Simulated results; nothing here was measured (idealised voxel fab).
Proc. module: voxel air gaps
The width of the displayed cross-section, cut, is 255 nm; its cells are square, with a size of 5 nm.
Cross-section format: a grid of square cells, given as bands from top to bottom; each band is one or more rows of cells.
Read a band's entry like this: the first values are the height of its top and the height of its bottom in nm, and what follows is the sequence of materials from left to right, each with its width in nm. Note that "blank" is empty space, and that a single material marked "full width" reaches across the band from edge to edge.
For the purposes of this specification, 0 denotes the height below which the wafer in its as-received condition is composed wholly of one material, and the lowermost band, lacking a lower limit, extends downward without end, as expressed in "0 and below".
Quick explanation for "30->40": the width changes in equal steps down the rows of cells, from the first number in the band's top row to the second number in its bottom row.
Step note "no modification" = no cross-section cell changed.
Any empty space of 8 cells or more lacking an open way to the top shows up in "Enclosed void list" as width x height at distance, distance from the left edge, in nm.
Step line, after settings: the simulator's comment on this step.
For masked steps, "overlay nm" on the step line gives how far right of plan the mask actually lay; a minus sign means it lay to the left.
**This section lists the process steps that were planned**
1. RECEIVE with material Si
2. CONFORMAL_DEP with material SiO2, thk nm 15
3. CONFORMAL_DEP with material SiN, thk nm 5
4. DIRECTIONAL_DEP with material SiO2, thk nm 35
5. MASKED_ETCH with tone open, mask id LINES, width nm 15, pitch nm 45, etch materials SiO2, depth nm 35, overlay nm 0
6. CONFORMAL_DEP with material TiN, thk nm 5
7. FILL_DEP with material W, thk nm 10
8. CMP with height nm 55
9. EPI with material Ru, thk nm 10
10. SELECTIVE_ETCH with etch materials SiO2, depth nm 45
11. CONFORMAL_DEP with material SiN, thk nm 5
**Cross-section of the incoming wafer, state after step 1**
    0 and below | Si full width
    Enclosed void list: none
**Cross-sectional result after module completion. Note: starting condition and plan are unchanged from above; one processing mistake was made**
    70 down to 65 | 35 of blank  180 of SiN  40 of blank
    65 down to 55 | 35 of blank  5 of SiN  35 of Ru  10 of SiN  35 of Ru  10 of SiN  35 of Ru  10 of SiN  35 of Ru  5 of SiN  40 of blank
    55 down to 50 | 35 of blank  15 of SiN  5 of TiN  5 of W  5 of TiN  30 of SiN  5 of TiN  5 of W  5 of TiN  30 of SiN  5 of TiN  5 of W  5 of TiN  30 of SiN  5 of TiN  5 of W  5 of TiN  15 of SiN  40 of blank
    50 down to 35 | 45 of blank  5 of SiN  5 of TiN  5 of W  5 of TiN  5 of SiN  20 of blank  5 of SiN  5 of TiN  5 of W  5 of TiN  5 of SiN  20 of blank  5 of SiN  5 of TiN  5 of W  5 of TiN  5 of SiN  20 of blank  5 of SiN  5 of TiN  5 of W  5 of TiN  5 of SiN  50 of blank
    35 down to 30 | 50 of SiN  15 of TiN  30 of SiN  15 of TiN  30 of SiN  15 of TiN  30 of SiN  15 of TiN  55 of SiN
    30 down to 15 | SiN full width
    15 down to 0 | SiO2 full width
    0 and below | Si full width
    Enclosed void list: 20 x 15 at 70; 20 x 15 at 115; 20 x 15 at 160
What broke from the plan during processing? contrary to plan, step 3 was performed as CONFORMAL_DEP with material SiN, thk nm 15
